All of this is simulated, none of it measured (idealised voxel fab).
Process module, titled voxel capacitor over wiring
The width of the displayed cross-section, cut, is 200 nm; its cells are square, with a size of 5 nm.
A cross-section is written here as square cells arranged in a grid, and it is given in bands from the top down, each band taking up one or more rows of cells. Top, bottom (nm), then materials left to right with widths (nm); lone material tagged "all across" fills the whole band edge to edge; "empty" = empty space. For the purposes of this specification, 0 denotes the height below which the wafer in its as-received condition is composed wholly of one material, and the lowermost band, lacking a lower limit, extends downward without end, as expressed in "from 0 down". Per-row width for "30 to 40": begins at first number (top row of band), ends at second number (bottom row), increment between rows held constant. Reading "nothing got changed" for a step: not a cell of the cross-section changed in it. Fully closed voids: empty space of 8 cells or more with no open way to the top, each as width x height at its distance from the left edge, in nm. That trailing text on a step's line, after the settings, is the simulator's own remark on the step. overlay nm: for a step with a mask, the amount by which the mask lay right of where it was planned; a negative amount means left of it. So the way this works: pairs, before and after one process step. The after picture only goes down to the lowest band that actually changed, nothing below. Step and its settings are under each pair. And watch out, pairs might come from different runs of this module, same starting wafer though, so a pair only follows on from the one above if its "Prior state" entry tells you so.
Prior state:
- from 100 to 85 | resist=70  empty=15  resist=115
- from 85 to 75 | SiO2=70  empty=15  SiO2=115
- from 75 to 70 | SiO2=60  TiN=55  SiO2=85
- from 70 to 60 | SiO2=55  TiN=65  SiO2=80
- from 60 to 55 | Al2O3 all across
- from 55 to 45 | lowk=60  Ru=15  lowk=125
- from 45 to 40 | SiCN=60  Ru=15  SiCN=125
- from 40 to 20 | lowk=45  TiN=5  Cu=20  TiN=5  lowk=50  TiN=5  Cu=20  TiN=5  lowk=45
- from 20 to 15 | SiCN=45  TiN=30  SiCN=50  TiN=30  SiCN=45
- from 15 to 0 | SiO2 all across
- from 0 down | Si all across
- Fully closed voids: none
Cut View, Post-Step:
- from 85 to 75 | SiO2=70  empty=15  SiO2=115
- Lower than 75, everything is as it was.
- Fully closed voids: none
Step between the cross-sections above: STRIP with etch materials resist
Prior state: The initial state for this step is given by the after cross-section of the immediately preceding pair.
Cut View, Post-Step:
- from 90 to 85 | TiN=75  empty=5  TiN=120
- from 85 to 80 | SiO2=70  TiN=5  empty=5  TiN=5  SiO2=115
- from 80 to 70 | SiO2=70 to 60  TiN=15 to 55  SiO2=115 to 85
- Lower than 70, everything is as it was.
- Fully closed voids: none
Step between the cross-sections above: CONFORMAL_DEP with material TiN, thk nm 5
Prior state: The initial state for this step is given by the after cross-section of the immediately preceding pair.
Cut View, Post-Step:
- from 100 to 90 | W all across
- from 90 to 85 | TiN=75  W=5  TiN=120
- from 85 to 80 | SiO2=70  TiN=5  W=5  TiN=5  SiO2=115
- Lower than 80, everything is as it was.
- Fully closed voids: none
Step between the cross-sections above: FILL_DEP with material W, thk nm 10
Prior state: The initial state for this step is given by the after cross-section of the immediately preceding pair.
Cut View, Post-Step:
- from 85 to 80 | SiO2=70  TiN=5  W=5  TiN=5  SiO2=115
- Lower than 80, everything is as it was.
- Fully closed voids: none
Step between the cross-sections above: CMP with height nm 85
Prior state: The initial state for this step is given by the after cross-section of the immediately preceding pair.
Cut View, Post-Step:
- from 90 to 85 | SiN all across
- Lower than 85, everything is as it was.
- Fully closed voids: none
Step between the cross-sections above: CONFORMAL_DEP with material SiN, thk nm 5
Prior state:
- from 100 to 90 | W all across
- from 90 to 85 | TiN=75  W=5  TiN=120
- from 85 to 80 | SiO2=70  TiN=5  W=5  TiN=5  SiO2=115
- from 80 to 70 | SiO2=70 to 60  TiN=15 to 55  SiO2=115 to 85
- from 70 to 65 | SiO2=60  Al2O3=55  SiO2=85
- from 65 to 55 | SiO2=55  TiN=65  SiO2=80
- from 55 to 45 | lowk=60  Ru=15  lowk=125
- from 45 to 40 | SiCN=60  Ru=15  SiCN=125
- from 40 to 20 | lowk=45  TiN=5  Cu=20  TiN=5  lowk=50  TiN=5  Cu=20  TiN=5  lowk=45
- from 20 to 15 | SiCN=45  TiN=30  SiCN=50  TiN=30  SiCN=45
- from 15 to 0 | SiO2 all across
- from 0 down | Si all across
- Fully closed voids: none
Cut View, Post-Step:
- from 95 to 90 | W all across
- Lower than 90, everything is as it was.
- Fully closed voids: none
Step between the cross-sections above: CMP with height nm 95
Prior state: The initial state for this step is given by the after cross-section of the immediately preceding pair.
Cut View, Post-Step:
- from 100 to 95 | SiN all across
- Lower than 95, everything is as it was.
- Fully closed voids: none
Step between the cross-sections above: CONFORMAL_DEP with material SiN, thk nm 5
Prior state:
- from 85 to 75 | SiO2 all across
- from 75 to 70 | SiO2=60  TiN=55  SiO2=85
- from 70 to 65 | SiO2=60  Al2O3=55  SiO2=85
- from 65 to 55 | SiO2=55  TiN=65  SiO2=80
- from 55 to 45 | lowk=60  Ru=15  lowk=125
- from 45 to 40 | SiCN=60  Ru=15  SiCN=125
- from 40 to 20 | lowk=45  TiN=5  Cu=20  TiN=5  lowk=50  TiN=5  Cu=20  TiN=5  lowk=45
- from 20 to 15 | SiCN=45  TiN=30  SiCN=50  TiN=30  SiCN=45
- from 15 to 0 | SiO2 all across
- from 0 down | Si all across
- Fully closed voids: none
Cut View, Post-Step:
- from 100 to 85 | resist=70  empty=20  resist=110
- Lower than 85, everything is as it was.
- Fully closed voids: none
Step between the cross-sections above: PATTERN with tone open, mask id PLUG_2, material resist, width nm 20, thk nm 15, overlay nm 0
Prior state: The initial state for this step is given by the after cross-section of the immediately preceding pair.
Cut View, Post-Step:
- from 100 to 85 | resist=70  empty=20  resist=110
- from 85 to 75 | SiO2=70  empty=20  SiO2=110
- Lower than 75, everything is as it was.
- Fully closed voids: none
Step between the cross-sections above: DIRECTIONAL_ETCH with etch materials SiO2, depth nm 10
Prior state: The initial state for this step is given by the after cross-section of the immediately preceding pair.
Cut View, Post-Step:
- from 85 to 75 | SiO2=70  empty=20  SiO2=110
- Lower than 75, everything is as it was.
- Fully closed voids: none
Step between the cross-sections above: STRIP with etch materials resist
Prior state: The initial state for this step is given by the after cross-section of the immediately preceding pair.
Cut View, Post-Step:
- from 90 to 85 | TiN=75  empty=10  TiN=115
- from 85 to 80 | SiO2=70  TiN=5  empty=10  TiN=5  SiO2=110
- from 80 to 70 | SiO2=70 to 60  TiN=20 to 55  SiO2=110 to 85
- Lower than 70, everything is as it was.
- Fully closed voids: none
Step between the cross-sections above: CONFORMAL_DEP with material TiN, thk nm 5
Prior state: The initial state for this step is given by the after cross-section of the immediately preceding pair.
Cut View, Post-Step:
- from 100 to 90 | W all across
- from 90 to 85 | TiN=75  W=10  TiN=115
- from 85 to 80 | SiO2=70  TiN=5  W=10  TiN=5  SiO2=110
- Lower than 80, everything is as it was.
- Fully closed voids: none
Step between the cross-sections above: FILL_DEP with material W, thk nm 10
Prior state: The initial state for this step is given by the after cross-section of the immediately preceding pair.
Cut View, Post-Step:
- from 85 to 80 | SiO2=70  TiN=5  W=10  TiN=5  SiO2=110
- Lower than 80, everything is as it was.
- Fully closed voids: none
Step between the cross-sections above: CMP with height nm 85
Prior state: The initial state for this step is given by the after cross-section of the immediately preceding pair.
Cut View, Post-Step:
- from 90 to 85 | SiN all across
- Lower than 85, everything is as it was.
- Fully closed voids: none
Step between the cross-sections above: CONFORMAL_DEP with material SiN, thk nm 5
Prior state:
- from 85 to 75 | SiO2 all across
- from 75 to 70 | SiO2=60  TiN=55  SiO2=85
- from 70 to 65 | SiO2=60  Al2O3=55  SiO2=85
- from 65 to 55 | SiO2=55  TiN=65  SiO2=80
- from 55 to 45 | lowk=60  Ru=15  lowk=125
- from 45 to 40 | SiCN=60  Ru=15  SiCN=125
- from 40 to 20 | lowk=45  TiN=5  Cu=20  TiN=5  lowk=50  TiN=5  Cu=20  TiN=5  lowk=45
- from 20 to 15 | SiCN=45  TiN=30  SiCN=50  TiN=30  SiCN=45
- from 15 to 0 | SiO2 all across
- from 0 down | Si all across
- Fully closed voids: none
Cut View, Post-Step:
- from 100 to 85 | resist=80  empty=15  resist=105
- Lower than 85, everything is as it was.
- Fully closed voids: none
Step between the cross-sections above: PATTERN with tone open, mask id PLUG_2, material resist, width nm 15, thk nm 15, overlay nm 10
Prior state: The initial state for this step is given by the after cross-section of the immediately preceding pair.
Cut View, Post-Step:
- from 100 to 85 | resist=80  empty=15  resist=105
- from 85 to 75 | SiO2=80  empty=15  SiO2=105
- Lower than 75, everything is as it was.
- Fully closed voids: none
Step between the cross-sections above: DIRECTIONAL_ETCH with etch materials SiO2, depth nm 10
Prior state: The initial state for this step is given by the after cross-section of the immediately preceding pair.
Cut View, Post-Step:
- from 85 to 75 | SiO2=80  empty=15  SiO2=105
- Lower than 75, everything is as it was.
- Fully closed voids: none
Step between the cross-sections above: STRIP with etch materials resist
Prior state: The initial state for this step is given by the after cross-section of the immediately preceding pair.
Cut View, Post-Step:
- from 90 to 85 | TiN=85  empty=5  TiN=110
- from 85 to 80 | SiO2=80  TiN=5  empty=5  TiN=5  SiO2=105
- from 80 to 70 | SiO2=80 to 60  TiN=15 to 55  SiO2=105 to 85
- Lower than 70, everything is as it was.
- Fully closed voids: none
Step between the cross-sections above: CONFORMAL_DEP with material TiN, thk nm 5
Prior state: The initial state for this step is given by the after cross-section of the immediately preceding pair.
Cut View, Post-Step:
- from 100 to 90 | W all across
- from 90 to 85 | TiN=85  W=5  TiN=110
- from 85 to 80 | SiO2=80  TiN=5  W=5  TiN=5  SiO2=105
- Lower than 80, everything is as it was.
- Fully closed voids: none
Step between the cross-sections above: FILL_DEP with material W, thk nm 10
Prior state: The initial state for this step is given by the after cross-section of the immediately preceding pair.
Cut View, Post-Step:
- from 85 to 80 | SiO2=80  TiN=5  W=5  TiN=5  SiO2=105
- Lower than 80, everything is as it was.
- Fully closed voids: none
Step between the cross-sections above: CMP with height nm 85
Prior state: The initial state for this step is given by the after cross-section of the immediately preceding pair.
Cut View, Post-Step:
- from 90 to 85 | SiN all across
- Lower than 85, everything is as it was.
- Fully closed voids: none
Step between the cross-sections above: CONFORMAL_DEP with material SiN, thk nm 5
Prior state:
- from 85 to 75 | SiO2=70  empty=15  SiO2=115
- from 75 to 70 | SiO2=60  TiN=55  SiO2=85
- from 70 to 65 | SiO2=60  Al2O3=55  SiO2=85
- from 65 to 55 | SiO2=55  TiN=65  SiO2=80
- from 55 to 45 | lowk=60  Ru=15  lowk=125
- from 45 to 40 | SiCN=60  Ru=15  SiCN=125
- from 40 to 20 | lowk=45  TiN=5  Cu=20  TiN=5  lowk=50  TiN=5  Cu=20  TiN=5  lowk=45
- from 20 to 15 | SiCN=45  TiN=30  SiCN=50  TiN=30  SiCN=45
- from 15 to 0 | SiO2 all across
- from 0 down | Si all across
- Fully closed voids: none
Cut View, Post-Step:
- from 90 to 85 | Al2O3=75  empty=5  Al2O3=120
- from 85 to 80 | SiO2=70  Al2O3=5  empty=5  Al2O3=5  SiO2=115
- from 80 to 75 | SiO2=70  Al2O3=15  SiO2=115
- Lower than 75, everything is as it was.
- Fully closed voids: none
Step between the cross-sections above: CONFORMAL_DEP with material Al2O3, thk nm 5
Prior state: The initial state for this step is given by the after cross-section of the immediately preceding pair.
Cut View, Post-Step:
- from 100 to 90 | W all across
- from 90 to 85 | Al2O3=75  W=5  Al2O3=120
- from 85 to 80 | SiO2=70  Al2O3=5  W=5  Al2O3=5  SiO2=115
- Lower than 80, everything is as it was.
- Fully closed voids: none
Step between the cross-sections above: FILL_DEP with material W, thk nm 10
Prior state: The initial state for this step is given by the after cross-section of the immediately preceding pair.
Cut View, Post-Step:
- from 85 to 80 | SiO2=70  Al2O3=5  W=5  Al2O3=5  SiO2=115
- Lower than 80, everything is as it was.
- Fully closed voids: none
Step between the cross-sections above: CMP with height nm 85
Prior state: The initial state for this step is given by the after cross-section of the immediately preceding pair.
Cut View, Post-Step:
- from 90 to 85 | SiN all across
- Lower than 85, everything is as it was.
- Fully closed voids: none
Step between the cross-sections above: CONFORMAL_DEP with material SiN, thk nm 5
Prior state:
- from 75 to 70 | TiN all across
- from 70 to 65 | Al2O3 all across
- from 65 to 55 | TiN all across
- from 55 to 45 | lowk=60  Ru=15  lowk=125
- from 45 to 40 | SiCN=60  Ru=15  SiCN=125
- from 40 to 20 | lowk=45  TiN=5  Cu=20  TiN=5  lowk=50  TiN=5  Cu=20  TiN=5  lowk=45
- from 20 to 15 | SiCN=45  TiN=30  SiCN=50  TiN=30  SiCN=45
- from 15 to 0 | SiO2 all across
- from 0 down | Si all across
- Fully closed voids: none
Cut View, Post-Step:
- from 90 to 75 | resist=60  empty=55  resist=85
- Lower than 75, everything is as it was.
- Fully closed voids: none
Step between the cross-sections above: PATTERN with tone open, mask id UPPER_PLATE, material resist, width nm 55, thk nm 15, overlay nm 0
Prior state: The initial state for this step is given by the after cross-section of the immediately preceding pair.
Cut View, Post-Step:
- from 90 to 75 | resist=60  empty=55  resist=85
- from 75 to 70 | TiN=60  empty=55  TiN=85
- Lower than 70, everything is as it was.
- Fully closed voids: none
Step between the cross-sections above: DIRECTIONAL_ETCH with etch materials TiN, depth nm 5
Prior state: The initial state for this step is given by the after cross-section of the immediately preceding pair.
Cut View, Post-Step:
- from 90 to 75 | resist=60  empty=55  resist=85
- from 75 to 70 | TiN=60  empty=55  TiN=85
- from 70 to 65 | Al2O3=60  empty=55  Al2O3=85
- Lower than 65, everything is as it was.
- Fully closed voids: none
Step between the cross-sections above: DIRECTIONAL_ETCH with etch materials Al2O3, depth nm 5
Prior state: The initial state for this step is given by the after cross-section of the immediately preceding pair.
Cut View, Post-Step:
- from 75 to 70 | TiN=60  empty=55  TiN=85
- Lower than 70, everything is as it was.
- Fully closed voids: none
Step between the cross-sections above: STRIP with etch materials resist
Prior state: The initial state for this step is given by the after cross-section of the immediately preceding pair.
Cut View, Post-Step:
- from 75 to 70 | empty=55  TiN=5  empty=55  TiN=5  empty=80
- Lower than 70, everything is as it was.
- Fully closed voids: none
Step between the cross-sections above: MASKED_ETCH with tone cover, mask id LOWER_PLATE, width nm 65, etch materials TiN, depth nm 10, overlay nm 0
Prior state: The initial state for this step is given by the after cross-section of the immediately preceding pair.
Cut View, Post-Step:
- from 90 to 75 | SiO2 all across
- from 75 to 70 | SiO2=55  TiN=5  SiO2=55  TiN=5  SiO2=80
- from 70 to 65 | Al2O3=60  SiO2=55  Al2O3=85
- Lower than 65, everything is as it was.
- Fully closed voids: none
Step between the cross-sections above: FILL_DEP with material SiO2, thk nm 15
Prior state: The initial state for this step is given by the after cross-section of the immediately preceding pair.
Cut View, Post-Step:
- from 85 to 75 | SiO2 all across
- Lower than 75, everything is as it was.
- Fully closed voids: none
Step between the cross-sections above: CMP with height nm 85
Prior state: The initial state for this step is given by the after cross-section of the immediately preceding pair.
Cut View, Post-Step:
- from 100 to 85 | resist=70  empty=15  resist=115
- Lower than 85, everything is as it was.
- Fully closed voids: none
Step between the cross-sections above: PATTERN with tone open, mask id PLUG_2, material resist, width nm 15, thk nm 15, overlay nm 0
Prior state: The initial state for this step is given by the after cross-section of the immediately preceding pair.
Cut View, Post-Step:
- from 100 to 85 | resist=70  empty=15  resist=115
- from 85 to 75 | SiO2=70  empty=15  SiO2=115
- Lower than 75, everything is as it was.
- Fully closed voids: none
Step between the cross-sections above: DIRECTIONAL_ETCH with etch materials SiO2, depth nm 10
Prior state: The initial state for this step is given by the after cross-section of the immediately preceding pair.
Cut View, Post-Step:
- from 85 to 75 | SiO2=70  empty=15  SiO2=115
- Lower than 75, everything is as it was.
- Fully closed voids: none
Step between the cross-sections above: STRIP with etch materials resist
Prior state: The initial state for this step is given by the after cross-section of the immediately preceding pair.
Cut View, Post-Step:
- from 90 to 85 | TiN=75  empty=5  TiN=120
- from 85 to 80 | SiO2=70  TiN=5  empty=5  TiN=5  SiO2=115
- from 80 to 75 | SiO2=70  TiN=15  SiO2=115
- Lower than 75, everything is as it was.
- Fully closed voids: none
Step between the cross-sections above: CONFORMAL_DEP with material TiN, thk nm 5
Prior state: The initial state for this step is given by the after cross-section of the immediately preceding pair.
Cut View, Post-Step:
- from 100 to 90 | W all across
- from 90 to 85 | TiN=75  W=5  TiN=120
- from 85 to 80 | SiO2=70  TiN=5  W=5  TiN=5  SiO2=115
- Lower than 80, everything is as it was.
- Fully closed voids: none
Step between the cross-sections above: FILL_DEP with material W, thk nm 10
Prior state: The initial state for this step is given by the after cross-section of the immediately preceding pair.
Cut View, Post-Step:
- from 85 to 80 | SiO2=70  TiN=5  W=5  TiN=5  SiO2=115
- Lower than 80, everything is as it was.
- Fully closed voids: none
Step between the cross-sections above: CMP with height nm 85
Prior state: The initial state for this step is given by the after cross-section of the immediately preceding pair.
Cut View, Post-Step:
- from 90 to 85 | SiN all across
- Lower than 85, everything is as it was.
- Fully closed voids: none
Step between the cross-sections above: CONFORMAL_DEP with material SiN, thk nm 5
